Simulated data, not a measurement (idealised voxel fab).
process module | voxel transistor to metal
cross-section cut | 290 nm wide | cells 5 nm
A cross-section is a grid of square cells, given in bands from the top down. A band is one or more rows of cells.
Each band's line starts with the height of the band's top and of its bottom, in nm. Then come its materials from left to right, each with its width in nm. One material with "throughout" fills the band from edge to edge. "air" is empty space.
Height 0 is the level under which the wafer as received is all one material. The lowest band goes on downwards, as in "0 down".
A width such as "30 to 40" changes by the same amount from each row of cells to the next, from the band's top row to its bottom row.
"no change" after a step means that no cell of the cross-section changed.
closed voids: empty space of 8 cells or more with no open way to the top, each as width x height at its distance from the left edge, in nm
after a step's settings: what the simulator itself notes on the step
overlay nm, on a step with a mask: how far to the right of its planned place the mask lay; to the left if negative
plan
1 op RECEIVE | material Si
2 op OXIDIZE | depth nm 5
3 op CONFORMAL_DEP | material SiN | thk nm 10
4 op DIRECTIONAL_DEP | material aC | thk nm 10
5 op PATTERN | tone cover | mask id ACTIVE | material resist | width nm 100 | pitch nm 125 | thk nm 30 | overlay nm 0
6 op DIRECTIONAL_ETCH | etch materials aC | depth nm 10
7 op STRIP | etch materials resist
8 op DIRECTIONAL_ETCH | etch materials SiN | depth nm 10
9 op DIRECTIONAL_ETCH | etch materials SiO2 | depth nm 5
10 op DIRECTIONAL_ETCH | etch materials Si | depth nm 20
11 op STRIP | etch materials aC
12 op OXIDIZE | depth nm 5
13 op FILL_DEP | material SiO2 | thk nm 5
14 op CMP | height nm 10
15 op SELECTIVE_ETCH | etch materials SiO2 | depth nm 5
16 op STRIP | etch materials SiN
17 op SELECTIVE_ETCH | etch materials SiO2 | depth nm 5
18 op OXIDIZE | depth nm 5
19 op DIRECTIONAL_DEP | material polySi | thk nm 30
20 op DIRECTIONAL_DEP | material SiCN | thk nm 10
21 op MASKED_ETCH | tone cover | mask id GATE | width nm 30 | pitch nm 125 | etch materials SiCN | depth nm 20 | overlay nm -5
22 op MASKED_ETCH | tone cover | mask id GATE | width nm 30 | pitch nm 125 | etch materials polySi | depth nm 40 | overlay nm 0
23 op CONFORMAL_DEP | material SiN | thk nm 5
24 op DIRECTIONAL_ETCH | etch materials SiN | depth nm 5
25 op DIRECTIONAL_ETCH | etch materials SiO2 | depth nm 5
26 op DIRECTIONAL_ETCH | etch materials Si | depth nm 10
27 op EPI | material SiGe | thk nm 10
28 op FILL_DEP | material SiO2 | thk nm 5
29 op CMP | height nm 25
30 op STRIP | etch materials polySi
31 op SELECTIVE_ETCH | etch materials SiO2 | depth nm 5
32 op CONFORMAL_DEP | material HfO2 | thk nm 5
33 op CONFORMAL_DEP | material TiN | thk nm 5
34 op FILL_DEP | material W | thk nm 5
35 op CMP | height nm 20
36 op DIRECTIONAL_DEP | material SiO2 | thk nm 10
37 op DIRECTIONAL_DEP | material aC | thk nm 15
38 op PATTERN | tone open | mask id CONTACT | material resist | width nm 15 | thk nm 30 | overlay nm 0
39 op DIRECTIONAL_ETCH | etch materials aC | depth nm 15
40 op STRIP | etch materials resist
41 op DIRECTIONAL_ETCH | etch materials SiO2 | depth nm 40
42 op STRIP | etch materials aC
43 op CONFORMAL_DEP | material TiN | thk nm 5
44 op FILL_DEP | material Ru | thk nm 5
45 op CMP | height nm 30
46 op CONFORMAL_DEP | material SiN | thk nm 5
47 op DIRECTIONAL_DEP | material lowk | thk nm 25
48 op PATTERN | tone open | mask id METAL_1 | material resist | width nm 15 | thk nm 20 | overlay nm 0
49 op DIRECTIONAL_ETCH | etch materials lowk | depth nm 25
50 op DIRECTIONAL_ETCH | etch materials SiN | depth nm 5
51 op STRIP | etch materials resist
52 op CONFORMAL_DEP | material TiN | thk nm 5
53 op FILL_DEP | material Cu | thk nm 5
54 op CMP | height nm 60
55 op CONFORMAL_DEP | material SiN | thk nm 5
varied across the wafers: overlay nm of step 21. The plan shows the first wafer's value. All wafers start alike
first wafer as received, after step 1
  0 down: Si throughout
  closed voids: none
each wafer at the end: cells of each material gained (+) or lost (-) since it was received, then its closed voids
overlay nm -5 | +20 Cu | +38 HfO2 | +24 Ru | -240 Si | +52 SiGe | +128 SiN | +332 SiO2 | +146 TiN | +24 W | +230 lowk | closed voids: none
overlay nm 0 | +20 Cu | +36 HfO2 | +28 Ru | -244 Si | +56 SiGe | +128 SiN | +340 SiO2 | +144 TiN | +16 W | +230 lowk | closed voids: none
overlay nm 5 | +20 Cu | +38 HfO2 | +24 Ru | -240 Si | +52 SiGe | +128 SiN | +332 SiO2 | +146 TiN | +24 W | +230 lowk | closed voids: none
